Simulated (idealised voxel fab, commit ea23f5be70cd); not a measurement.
Documented hereafter: the process module known as voxel fin reveal.
Pictured: cross-section cut, 250 nm wide, on a grid of 5 nm square cells.
Each cross-section below is a grid of square cells, stated as bands in top-down order, with one or more rows of cells making up each band.
Top height, bottom height, nm. Materials left to right, width each, nm. Single material + "throughout" = fills band edge to edge. "blank" = empty.
Note: height 0 marks the level under which the wafer is uniformly one material as received. Lowest band unbounded below, written "from 0 down".
Per-row width for "30 to 40": begins at first number (top row of band), ends at second number (bottom row), increment between rows held constant.
Key: "nothing was modified" - step with no changed cell in the cross-section.
"Sealed void listing" means: voids of 8 cells or more that are shut off from the top with no open way through. Written width x height at distance, distance from the left edge, in nm.
On each step's line, the part that comes after the settings is the simulator's own comment on the step.
overlay nm, on a step with a mask: how far to the right of its planned place the mask lay; to the left if negative

plan:
- 1: RECEIVE with material Si
- 2: CONFORMAL_DEP with material SiN, thk nm 5
- 3: DIRECTIONAL_DEP with material aC, thk nm 15
- 4: PATTERN with tone cover, mask id FINS, material resist, width nm 15, pitch nm 35, thk nm 30, overlay nm 0
- 5: DIRECTIONAL_ETCH with etch materials aC, depth nm 15
- 6: STRIP with etch materials resist
- 7: DIRECTIONAL_ETCH with etch materials SiN, depth nm 5
- 8: DIRECTIONAL_ETCH with etch materials Si, depth nm 35
- 9: STRIP with etch materials aC
- 10: OXIDIZE with depth nm 5
- 11: FILL_DEP with material SiO2, thk nm 5
- 12: CMP with height nm 5
- 13: SELECTIVE_ETCH with etch materials SiO2, depth nm 10
- 14: STRIP with etch materials SiN
- 15: CONFORMAL_DEP with material SiO2, thk nm 5
It is noted that the wafers described herein are identical at the outset and are distinguished by the depth nm of step 13; the value stated in the plan corresponds to the first wafer.

First wafer of several, as received: cross-section after step 1:
    from 0 down | Si throughout
    Sealed void listing: none

The first of several wafers, seen in cross-section after the module's last step, step 15:
    from 5 to 0 | 100 of blank, 15 of SiO2, 20 of blank, 15 of SiO2, 100 of blank
    from 0 to -40 | 105 of SiO2, 5 of Si, 30 of SiO2, 5 of Si, 105 of SiO2
    from -40 down | Si throughout
    Sealed void listing: none

Final wafer of several, shown in cross-section at the end of the module:
    from 5 to 0 | 100 of blank, 15 of SiO2, 20 of blank, 15 of SiO2, 100 of blank
    from 0 to -25 | 100 of blank, 5 of SiO2, 5 of Si, 5 of SiO2, 20 of blank, 5 of SiO2, 5 of Si, 5 of SiO2, 100 of blank
    from -25 to -40 | 105 of SiO2, 5 of Si, 30 of SiO2, 5 of Si, 105 of SiO2
    from -40 down | Si throughout
    Sealed void listing: none

Each row below is a wafer at the end of the module, listing for every material the number of cells it has gained (+) or lost (-) since it was received, followed by its closed voids:
depth nm 10; -384 Si; +390 SiO2; Sealed void listing: none
depth nm 15; -384 Si; +346 SiO2; Sealed void listing: none
depth nm 20; -384 Si; +302 SiO2; Sealed void listing: none
depth nm 25; -384 Si; +258 SiO2; Sealed void listing: none
depth nm 30; -384 Si; +214 SiO2; Sealed void listing: none
depth nm 35; -384 Si; +170 SiO2; Sealed void listing: none
